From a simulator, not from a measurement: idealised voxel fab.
Process module name: voxel self aligned vias
Pictured: cross-section cut, 220 nm wide, on a grid of 5 nm square cells.
Reading order for cross-sections: top band down to bottom band. Underlying form: a grid of square cells. Band size: one or more rows of cells. Top, bottom (nm), then materials left to right with widths (nm); lone material tagged "throughout" fills the whole band edge to edge; "air" = empty space. Heights are measured from 0, the level below which the as-received wafer is all one material; the lowest band has no bottom and continues downward, written as in "0 and below". A width given as "30 to 40" starts at the first number in the band's top row and ends at the second number in its bottom row, shifting by an equal amount at every step from row to row. Key: "same as before" - step with no changed cell in the cross-section. This entry, "Unvented internal voids", enumerates those empty regions of no fewer than 8 cells that possess no open connection to the top. Each region is reported in the form width x height at distance, the distance being taken from the left edge, with all three quantities expressed in nm. after a step's settings: what the simulator itself notes on the step. overlay nm: on a step with a mask, how far right of its planned place the mask lay; negative means left.
**Set out below are the planned steps of the process**
1) RECEIVE (material Si)
2) CONFORMAL_DEP (material SiO2; thk nm 15)
3) CONFORMAL_DEP (material SiCN; thk nm 5)
4) DIRECTIONAL_DEP (material lowk; thk nm 30)
5) DIRECTIONAL_DEP (material aC; thk nm 15)
6) PATTERN (tone open; mask id LINES; material resist; width nm 20; pitch nm 65; thk nm 35; overlay nm 0)
7) DIRECTIONAL_ETCH (etch materials aC; depth nm 15)
8) STRIP (etch materials resist)
9) DIRECTIONAL_ETCH (etch materials lowk; depth nm 30)
10) STRIP (etch materials aC)
11) CONFORMAL_DEP (material TiN; thk nm 5)
12) FILL_DEP (material W; thk nm 5)
13) CMP (height nm 50)
14) SELECTIVE_ETCH (etch materials W Ru TiN; depth nm 5)
15) FILL_DEP (material SiN; thk nm 5)
16) CMP (height nm 50)
17) DIRECTIONAL_DEP (material lowk; thk nm 15)
18) MASKED_ETCH (tone open; mask id VIAS; width nm 40; pitch nm 65; etch materials lowk; depth nm 15; overlay nm 0)
19) MASKED_ETCH (tone open; mask id VIAS; width nm 40; pitch nm 65; etch materials SiN; depth nm 5; overlay nm 0)
20) CONFORMAL_DEP (material TiN; thk nm 5)
21) FILL_DEP (material Cu; thk nm 5)
22) CMP (height nm 65)
23) CONFORMAL_DEP (material SiN; thk nm 5)
**On the first of the two wafers: run conducted according to plan**
**Cross-section of the incoming wafer, state after step 1**
0 and below | Si throughout
Unvented internal voids: none
**Cross-section of the wafer subsequent to step 2**
15 down to 0 | SiO2 throughout
Heights below 0 show no change.
**Cross-section of the wafer subsequent to step 3**
20 down to 15 | SiCN throughout
Heights below 15 show no change.
**Cross-section of the wafer subsequent to step 4**
50 down to 20 | lowk throughout
Heights below 20 show no change.
**Cross-section of the wafer subsequent to step 5**
65 down to 50 | aC throughout
Heights below 50 show no change.
**Cross-section of the wafer subsequent to step 6**
100 down to 65 | resist 65 / air 20 / resist 45 / air 20 / resist 70
Heights below 65 show no change.
**Cross-section of the wafer subsequent to step 7**
85 down to 65 | resist 65 / air 20 / resist 45 / air 20 / resist 70
65 down to 50 | aC 65 / air 20 / aC 45 / air 20 / aC 70
Heights below 50 show no change.
**Cross-section of the wafer subsequent to step 8**
65 down to 50 | aC 65 / air 20 / aC 45 / air 20 / aC 70
Heights below 50 show no change.
**Cross-section of the wafer subsequent to step 9**
65 down to 50 | aC 65 / air 20 / aC 45 / air 20 / aC 70
50 down to 20 | lowk 65 / air 20 / lowk 45 / air 20 / lowk 70
Heights below 20 show no change.
**Cross-section of the wafer subsequent to step 10**
50 down to 20 | lowk 65 / air 20 / lowk 45 / air 20 / lowk 70
Heights below 20 show no change.
**Cross-section of the wafer subsequent to step 11**
55 down to 50 | TiN 70 / air 10 / TiN 55 / air 10 / TiN 75
50 down to 25 | lowk 65 / TiN 5 / air 10 / TiN 5 / lowk 45 / TiN 5 / air 10 / TiN 5 / lowk 70
25 down to 20 | lowk 65 / TiN 20 / lowk 45 / TiN 20 / lowk 70
Heights below 20 show no change.
**Cross-section of the wafer subsequent to step 12**
60 down to 55 | W throughout
55 down to 50 | TiN 70 / W 10 / TiN 55 / W 10 / TiN 75
50 down to 25 | lowk 65 / TiN 5 / W 10 / TiN 5 / lowk 45 / TiN 5 / W 10 / TiN 5 / lowk 70
Heights below 25 show no change.
**Cross-section of the wafer subsequent to step 13**
50 down to 25 | lowk 65 / TiN 5 / W 10 / TiN 5 / lowk 45 / TiN 5 / W 10 / TiN 5 / lowk 70
Heights below 25 show no change.
**Cross-section of the wafer subsequent to step 14**
50 down to 45 | lowk 65 / air 20 / lowk 45 / air 20 / lowk 70
Heights below 45 show no change.
**Cross-section of the wafer subsequent to step 15**
55 down to 50 | SiN throughout
50 down to 45 | lowk 65 / SiN 20 / lowk 45 / SiN 20 / lowk 70
Heights below 45 show no change.
**Cross-section of the wafer subsequent to step 16**
50 down to 45 | lowk 65 / SiN 20 / lowk 45 / SiN 20 / lowk 70
Heights below 45 show no change.
**Cross-section of the wafer subsequent to step 17**
65 down to 50 | lowk throughout
Heights below 50 show no change.
**Cross-section of the wafer subsequent to step 18**
65 down to 50 | lowk 55 / air 40 / lowk 25 / air 40 / lowk 60
Heights below 50 show no change.
**Cross-section of the wafer subsequent to step 19**
65 down to 50 | lowk 55 / air 40 / lowk 25 / air 40 / lowk 60
50 down to 45 | lowk 65 / air 20 / lowk 45 / air 20 / lowk 70
Heights below 45 show no change.
**Cross-section of the wafer subsequent to step 20**
70 down to 65 | TiN 60 / air 30 / TiN 35 / air 30 / TiN 65
65 down to 55 | lowk 55 / TiN 5 / air 30 / TiN 5 / lowk 25 / TiN 5 / air 30 / TiN 5 / lowk 60
55 down to 50 | lowk 55 / TiN 15 / air 10 / TiN 15 / lowk 25 / TiN 15 / air 10 / TiN 15 / lowk 60
50 down to 45 | lowk 65 / TiN 20 / lowk 45 / TiN 20 / lowk 70
Heights below 45 show no change.
**Cross-section of the wafer subsequent to step 21**
75 down to 70 | Cu throughout
70 down to 65 | TiN 60 / Cu 30 / TiN 35 / Cu 30 / TiN 65
65 down to 55 | lowk 55 / TiN 5 / Cu 30 / TiN 5 / lowk 25 / TiN 5 / Cu 30 / TiN 5 / lowk 60
55 down to 50 | lowk 55 / TiN 15 / Cu 10 / TiN 15 / lowk 25 / TiN 15 / Cu 10 / TiN 15 / lowk 60
Heights below 50 show no change.
**Cross-section of the wafer subsequent to step 22**
65 down to 55 | lowk 55 / TiN 5 / Cu 30 / TiN 5 / lowk 25 / TiN 5 / Cu 30 / TiN 5 / lowk 60
Heights below 55 show no change.
**Cross-section of the wafer subsequent to step 23**
70 down to 65 | SiN throughout
Heights below 65 show no change.
**Second wafer, same starting conditions and recipe as the first, one mistake in executing it, nothing differs from the first up to and including step 17**
**when step 18 should have ended**
65 down to 50 | air 55 / lowk 40 / air 25 / lowk 40 / air 60
Heights below 50 show no change.
when step 19 should have ended: same as before
**when step 20 should have ended**
70 down to 65 | air 50 / TiN 50 / air 15 / TiN 50 / air 55
65 down to 55 | air 50 / TiN 5 / lowk 40 / TiN 5 / air 15 / TiN 5 / lowk 40 / TiN 5 / air 55
55 down to 50 | TiN 55 / lowk 40 / TiN 25 / lowk 40 / TiN 60
Heights below 50 show no change.
**when step 21 should have ended**
75 down to 70 | Cu throughout
70 down to 65 | Cu 50 / TiN 50 / Cu 15 / TiN 50 / Cu 55
65 down to 55 | Cu 50 / TiN 5 / lowk 40 / TiN 5 / Cu 15 / TiN 5 / lowk 40 / TiN 5 / Cu 55
Heights below 55 show no change.
**when step 22 should have ended**
65 down to 55 | Cu 50 / TiN 5 / lowk 40 / TiN 5 / Cu 15 / TiN 5 / lowk 40 / TiN 5 / Cu 55
Heights below 55 show no change.
**when step 23 should have ended**
70 down to 65 | SiN throughout
Heights below 65 show no change.
Heads up, the wafer didn't run the way we planned it: step 18 was processed under conditions differing from the plan, specifically as MASKED_ETCH (tone cover; mask id VIAS; width nm 40; pitch nm 65; etch materials lowk; depth nm 15; overlay nm 0)
End check, counted in cells, second wafer has more or fewer of these materials than the first: Cu +20 | SiN +8 | TiN +8 | lowk -36
